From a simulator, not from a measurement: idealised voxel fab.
process module | voxel transistor to metal
cross-section cut | 180 nm wide | cells 5 nm
A cross-section is a grid of square cells, given in bands from the top down. A band is one or more rows of cells.
Each band's line starts with the height of the band's top and of its bottom, in nm. Then come its materials from left to right, each with its width in nm. One material with "throughout" fills the band from edge to edge. "air" is empty space.
Height 0 is the level under which the wafer as received is all one material. The lowest band goes on downwards, as in "0 down".
A width such as "30 to 40" changes by the same amount from each row of cells to the next, from the band's top row to its bottom row.
"no change" after a step means that no cell of the cross-section changed.
closed voids: empty space of 8 cells or more with no open way to the top, each as width x height at its distance from the left edge, in nm
after a step's settings: what the simulator itself notes on the step
overlay nm, on a step with a mask: how far to the right of its planned place the mask lay; to the left if negative
plan
1 op RECEIVE | material Si
2 op CONFORMAL_DEP | material SiO2 | thk nm 5
3 op CONFORMAL_DEP | material SiN | thk nm 10
4 op MASKED_ETCH | tone cover | mask id ACTIVE | width nm 105 | etch materials SiN | depth nm 10 | overlay nm 0
5 op MASKED_ETCH | tone cover | mask id ACTIVE | width nm 105 | etch materials SiO2 | depth nm 5 | overlay nm 0
6 op MASKED_ETCH | tone cover | mask id ACTIVE | width nm 105 | etch materials Si | depth nm 35 | overlay nm 0
7 op FILL_DEP | material SiO2 | thk nm 15
8 op CMP | height nm 15
9 op SELECTIVE_ETCH | etch materials SiO2 | depth nm 5
10 op STRIP | etch materials SiN
11 op SELECTIVE_ETCH | etch materials SiO2 | depth nm 5
12 op OXIDIZE | depth nm 5
13 op DIRECTIONAL_DEP | material polySi | thk nm 20
14 op DIRECTIONAL_DEP | material SiCN | thk nm 10
15 op MASKED_ETCH | tone cover | mask id GATE | width nm 25 | etch materials SiCN | depth nm 20 | overlay nm 0
16 op MASKED_ETCH | tone cover | mask id GATE | width nm 25 | etch materials polySi | depth nm 30 | overlay nm 0
17 op CONFORMAL_DEP | material SiN | thk nm 10
18 op DIRECTIONAL_ETCH | etch materials SiN | depth nm 10
19 op DIRECTIONAL_ETCH | etch materials SiO2 | depth nm 5
20 op DIRECTIONAL_ETCH | etch materials Si | depth nm 10
21 op EPI | material nSi | thk nm 10
22 op FILL_DEP | material SiO2 | thk nm 5
23 op CMP | height nm 30
24 op DIRECTIONAL_DEP | material SiO2 | thk nm 15
25 op PATTERN | tone open | mask id CONTACT | material resist | width nm 30 | pitch nm 65 | thk nm 15 | overlay nm 0
26 op DIRECTIONAL_ETCH | etch materials SiO2 | depth nm 50
27 op STRIP | etch materials resist
28 op CONFORMAL_DEP | material TiN | thk nm 5
29 op FILL_DEP | material W | thk nm 5
30 op CMP | height nm 45
31 op CONFORMAL_DEP | material SiCN | thk nm 5
32 op DIRECTIONAL_DEP | material lowk | thk nm 25
33 op PATTERN | tone open | mask id METAL_1 | material resist | width nm 15 | pitch nm 80 | thk nm 20 | overlay nm 0
34 op DIRECTIONAL_ETCH | etch materials lowk | depth nm 25
35 op DIRECTIONAL_ETCH | etch materials SiCN | depth nm 5
36 op STRIP | etch materials resist
37 op CONFORMAL_DEP | material TiN | thk nm 5
38 op FILL_DEP | material W | thk nm 10
39 op CMP | height nm 75
40 op CONFORMAL_DEP | material SiCN | thk nm 5
41 op DIRECTIONAL_DEP | material SiO2 | thk nm 35
42 op MASKED_ETCH | tone open | mask id METAL_2 | width nm 15 | pitch nm 80 | etch materials SiO2 | depth nm 20 | overlay nm 0
43 op DIRECTIONAL_DEP | material aC | thk nm 10
44 op PATTERN | tone open | mask id METAL_2_HOLES | material resist | width nm 15 | pitch nm 80 | thk nm 25 | overlay nm 0
45 op DIRECTIONAL_ETCH | etch materials aC | depth nm 10
46 op STRIP | etch materials resist
47 op DIRECTIONAL_ETCH | etch materials SiO2 | depth nm 15
48 op DIRECTIONAL_ETCH | etch materials SiCN | depth nm 5
49 op STRIP | etch materials aC
50 op CONFORMAL_DEP | material TiN | thk nm 5
51 op FILL_DEP | material Cu | thk nm 10
52 op CMP | height nm 115
53 op CONFORMAL_DEP | material SiCN | thk nm 5
as received, after step 1
  0 down: Si throughout
  closed voids: none
a wafer at the end: this start, this plan, one mistake
  120 to 115: SiCN throughout
  115 to 80: SiO2 40 | TiN 5 | Cu 5 | TiN 5 | SiO2 65 | TiN 5 | Cu 5 | TiN 5 | SiO2 45
  80 to 75: SiCN 40 | TiN 15 | SiCN 65 | TiN 15 | SiCN 45
  75 to 50: lowk 40 | TiN 5 | W 5 | TiN 5 | lowk 65 | TiN 5 | W 5 | TiN 5 | lowk 45
  50 to 45: SiCN 40 | TiN 15 | SiCN 65 | TiN 15 | SiCN 45
  45 to 35: SiO2 40 | TiN 5 | W 20 | TiN 5 | SiO2 35 | TiN 5 | W 20 | TiN 5 | SiO2 45
  35 to 30: SiO2 40 | TiN 5 | W 15 | TiN 10 | SiO2 35 | TiN 10 | W 15 | TiN 5 | SiO2 45
  30 to 20: SiO2 40 | TiN 5 | W 15 | TiN 5 | SiN 10 | SiCN 25 | SiN 10 | TiN 5 | W 15 | TiN 5 | SiO2 45
  20 to 10: SiO2 40 | TiN 5 | W 15 | TiN 5 | SiN 10 | polySi 25 | SiN 10 | TiN 5 | W 15 | TiN 5 | SiO2 45
  10 to 5: SiO2 40 | TiN 25 | SiN 10 | polySi 25 | SiN 10 | TiN 25 | SiO2 45
  5 to 0: SiO2 25 | SiN 10 | nSi 10 | TiN 10 | nSi 10 | SiN 10 | polySi 25 | SiN 10 | nSi 20 | SiN 10 | SiO2 40
  0 to -5: SiO2 35 | nSi 10 | TiN 10 | nSi 10 | SiO2 45 | nSi 20 | SiO2 50
  -5 to -15: SiO2 30 | Si 5 | nSi 30 | Si 45 | nSi 20 | Si 10 | SiO2 40
  -15 to -35: SiO2 30 | Si 110 | SiO2 40
  -35 down: Si throughout
  closed voids: none
what went wrong: step 4 ran as: op MASKED_ETCH | tone cover | mask id ACTIVE | width nm 105 | etch materials SiN | depth nm 10 | overlay nm -5
